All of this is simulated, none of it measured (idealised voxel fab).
This section sets out a process module, namely voxel transistor to metal.
FYI the section here is cut, 180 nm wide, cells are 5 nm squares.
Cross-section layout: square cells on a grid; listed as bands, top to bottom; a band spans one or more cell rows. For a band, the entry starts with two heights in nm, that of the top and then that of the bottom, and carries on with the band's materials in order from left to right, each alongside its width in nm; the word "full width" beside a single material means it fills the band edge to edge, and "empty" means empty space. Heights are reckoned from 0. Under this level, the received wafer is all of one material. The bottommost band is open-ended downward, for example "0 down". With a width like "30->40", each row of cells in the band differs from the next by the same amount, the top row carrying the first number and the bottom row the second. Take "no modifications" at face value: in the step it is given for, the cross-section changed in none of its cells. Voids, sealed: empty space of 8 cells or more with no open way to the top, each as width x height at its distance from the left edge, in nm. Formally, on a step line, whatever follows the settings is a remark that the simulator itself makes on the step. "overlay nm" answers the question of how far to the right of plan the mask lay on a step that has a mask, and when it is negative the answer is to the left.
## This section lists the process steps that were planned
step 1: RECEIVE with material Si
step 2: OXIDIZE with depth nm 5
step 3: CONFORMAL_DEP with material SiN, thk nm 15
step 4: PATTERN with tone cover, mask id ACTIVE, material resist, width nm 115, thk nm 15, overlay nm 0
step 5: DIRECTIONAL_ETCH with etch materials SiN, depth nm 15
step 6: DIRECTIONAL_ETCH with etch materials SiO2, depth nm 5
step 7: DIRECTIONAL_ETCH with etch materials Si, depth nm 25
step 8: STRIP with etch materials resist
step 9: OXIDIZE with depth nm 5
step 10: FILL_DEP with material SiO2, thk nm 15
step 11: CMP with height nm 15
step 12: SELECTIVE_ETCH with etch materials SiO2, depth nm 10
step 13: STRIP with etch materials SiN
step 14: SELECTIVE_ETCH with etch materials SiO2, depth nm 5
step 15: OXIDIZE with depth nm 5
step 16: DIRECTIONAL_DEP with material polySi, thk nm 30
step 17: DIRECTIONAL_DEP with material SiCN, thk nm 10
step 18: PATTERN with tone cover, mask id GATE, material resist, width nm 25, thk nm 15, overlay nm 0
step 19: DIRECTIONAL_ETCH with etch materials SiCN, depth nm 20
step 20: DIRECTIONAL_ETCH with etch materials polySi, depth nm 40
step 21: STRIP with etch materials resist
step 22: CONFORMAL_DEP with material SiN, thk nm 5
step 23: DIRECTIONAL_ETCH with etch materials SiN, depth nm 5
step 24: DIRECTIONAL_ETCH with etch materials SiO2, depth nm 5
step 25: DIRECTIONAL_ETCH with etch materials Si, depth nm 10
step 26: EPI with material nSi, thk nm 10
step 27: FILL_DEP with material SiO2, thk nm 10
step 28: CMP with height nm 25
step 29: STRIP with etch materials polySi
step 30: SELECTIVE_ETCH with etch materials SiO2, depth nm 5
step 31: CONFORMAL_DEP with material HfO2, thk nm 5
step 32: CONFORMAL_DEP with material TiN, thk nm 5
step 33: FILL_DEP with material W, thk nm 5
step 34: CMP with height nm 20
step 35: DIRECTIONAL_DEP with material SiO2, thk nm 15
step 36: DIRECTIONAL_DEP with material aC, thk nm 15
step 37: PATTERN with tone open, mask id CONTACT, material resist, width nm 20, pitch nm 85, thk nm 30, overlay nm 0
step 38: DIRECTIONAL_ETCH with etch materials aC, depth nm 15
step 39: STRIP with etch materials resist
step 40: DIRECTIONAL_ETCH with etch materials SiO2, depth nm 45
step 41: STRIP with etch materials aC
step 42: CONFORMAL_DEP with material TiN, thk nm 5
step 43: FILL_DEP with material Ru, thk nm 5
step 44: CMP with height nm 35
step 45: CONFORMAL_DEP with material SiCN, thk nm 5
step 46: DIRECTIONAL_DEP with material lowk, thk nm 20
step 47: DIRECTIONAL_DEP with material aC, thk nm 15
step 48: PATTERN with tone open, mask id METAL_1, material resist, width nm 20, pitch nm 85, thk nm 35, overlay nm 0
step 49: DIRECTIONAL_ETCH with etch materials aC, depth nm 15
step 50: STRIP with etch materials resist
step 51: DIRECTIONAL_ETCH with etch materials lowk, depth nm 20
step 52: DIRECTIONAL_ETCH with etch materials SiCN, depth nm 5
step 53: STRIP with etch materials aC
step 54: CONFORMAL_DEP with material TiN, thk nm 5
step 55: FILL_DEP with material Ru, thk nm 10
step 56: CMP with height nm 60
step 57: CONFORMAL_DEP with material SiCN, thk nm 5
step 58: DIRECTIONAL_DEP with material SiO2, thk nm 30
step 59: MASKED_ETCH with tone open, mask id METAL_2_HOLES, width nm 15, pitch nm 85, etch materials SiO2, depth nm 30, overlay nm 0
step 60: DIRECTIONAL_DEP with material aC, thk nm 10
step 61: PATTERN with tone open, mask id METAL_2, material resist, width nm 20, pitch nm 85, thk nm 30, overlay nm 0
step 62: DIRECTIONAL_ETCH with etch materials aC, depth nm 10
step 63: STRIP with etch materials resist
step 64: DIRECTIONAL_ETCH with etch materials SiO2, depth nm 15
step 65: DIRECTIONAL_ETCH with etch materials SiCN, depth nm 5
step 66: STRIP with etch materials aC
step 67: CONFORMAL_DEP with material TiN, thk nm 5
step 68: FILL_DEP with material Cu, thk nm 10
step 69: CMP with height nm 95
step 70: CONFORMAL_DEP with material SiCN, thk nm 5
## Wafer as received: cross-section following step 1
	0 down = Si full width
	Voids, sealed: none
## Sectioned view, first of two wafers, at the close of the module, processed as intended in the plan
	100 to 95 = SiCN full width
	95 to 85 = SiO2 35; TiN 5; Cu 10; TiN 5; SiO2 65; TiN 5; Cu 10; TiN 5; SiO2 40
	85 to 80 = SiO2 35; TiN 5; Cu 5; TiN 10; SiO2 65; TiN 5; Cu 5; TiN 10; SiO2 40
	80 to 65 = SiO2 35; TiN 5; Cu 5; TiN 5; SiO2 70; TiN 5; Cu 5; TiN 5; SiO2 45
	65 to 60 = SiCN 35; TiN 15; SiCN 70; TiN 15; SiCN 45
	60 to 40 = lowk 35; TiN 5; Ru 10; TiN 5; lowk 65; TiN 5; Ru 10; TiN 5; lowk 40
	40 to 35 = SiCN 35; TiN 20; SiCN 65; TiN 20; SiCN 40
	35 to 20 = SiO2 35; TiN 5; Ru 10; TiN 5; SiO2 65; TiN 5; Ru 10; TiN 5; SiO2 40
	20 to 0 = SiO2 35; TiN 5; Ru 10; TiN 5; SiO2 15; SiN 5; HfO2 5; TiN 5; W 5; TiN 5; HfO2 5; SiN 5; SiO2 15; TiN 5; Ru 10; TiN 5; SiO2 40
	0 to -5 = SiO2 25; SiN 5; SiO2 5; TiN 5; Ru 10; TiN 5; SiO2 5; nSi 10; SiN 5; HfO2 5; TiN 15; HfO2 5; SiN 5; nSi 10; SiO2 5; TiN 5; Ru 10; TiN 5; SiO2 5; SiN 5; SiO2 30
	-5 to -10 = SiO2 35; TiN 20; SiO2 5; nSi 10; HfO2 35; nSi 10; SiO2 5; TiN 20; SiO2 40
	-10 to -20 = SiO2 35; nSi 35; Si 35; nSi 35; SiO2 40
	-20 to -35 = SiO2 35; Si 105; SiO2 40
	-35 down = Si full width
	Voids, sealed: none
## End of module, second wafer, cross-section. Started like the first, planned like the first, run with one mistake
	100 to 95 = SiCN full width
	95 to 85 = SiO2 35; TiN 5; Cu 10; TiN 5; SiO2 65; TiN 5; Cu 10; TiN 5; SiO2 40
	85 to 80 = SiO2 35; TiN 5; Cu 5; TiN 10; SiO2 65; TiN 5; Cu 5; TiN 10; SiO2 40
	80 to 65 = SiO2 35; TiN 5; Cu 5; TiN 5; SiO2 70; TiN 5; Cu 5; TiN 5; SiO2 45
	65 to 60 = SiCN 35; TiN 15; SiCN 70; TiN 15; SiCN 45
	60 to 40 = lowk 35; TiN 5; Ru 10; TiN 5; lowk 65; TiN 5; Ru 10; TiN 5; lowk 40
	40 to 35 = SiCN 35; TiN 20; SiCN 65; TiN 20; SiCN 40
	35 to 25 = Ru 30; TiN 5; SiO2 20; TiN 5; Ru 55; TiN 5; SiO2 20; TiN 5; Ru 35
	25 to 20 = Ru 30; TiN 5; SiO2 20; TiN 5; Ru 5; TiN 45; Ru 5; TiN 5; SiO2 20; TiN 5; Ru 35
	20 to 5 = Ru 30; TiN 5; SiO2 20; TiN 5; Ru 5; TiN 5; SiN 5; HfO2 5; TiN 5; W 5; TiN 5; HfO2 5; SiN 5; TiN 5; Ru 5; TiN 5; SiO2 20; TiN 5; Ru 35
	5 to 0 = Ru 20; TiN 15; SiO2 20; TiN 15; SiN 5; HfO2 5; TiN 5; W 5; TiN 5; HfO2 5; SiN 5; TiN 15; SiO2 20; TiN 15; Ru 25
	0 to -5 = Ru 20; TiN 5; SiN 5; TiN 5; SiO2 20; TiN 5; nSi 10; SiN 5; HfO2 5; TiN 15; HfO2 5; SiN 5; nSi 10; TiN 5; SiO2 20; TiN 5; SiN 5; TiN 5; Ru 25
	-5 to -10 = TiN 25; SiO2 5; TiN 5; SiO2 20; TiN 5; nSi 10; HfO2 35; nSi 10; TiN 5; SiO2 20; TiN 5; SiO2 5; TiN 30
	-10 to -20 = SiO2 35; nSi 35; Si 35; nSi 35; SiO2 40
	-20 to -35 = SiO2 35; Si 105; SiO2 40
	-35 down = Si full width
	Voids, sealed: none
Misprocessing identified: step 37: run off-plan, actual operation and settings PATTERN with tone cover, mask id CONTACT, material resist, width nm 20, pitch nm 85, thk nm 30, overlay nm 0
In the final state, the cell counts of the second wafer exceed or fall short of those of the first for the following materials: 94 more of Ru; 126 fewer of SiO2; 32 more of TiN
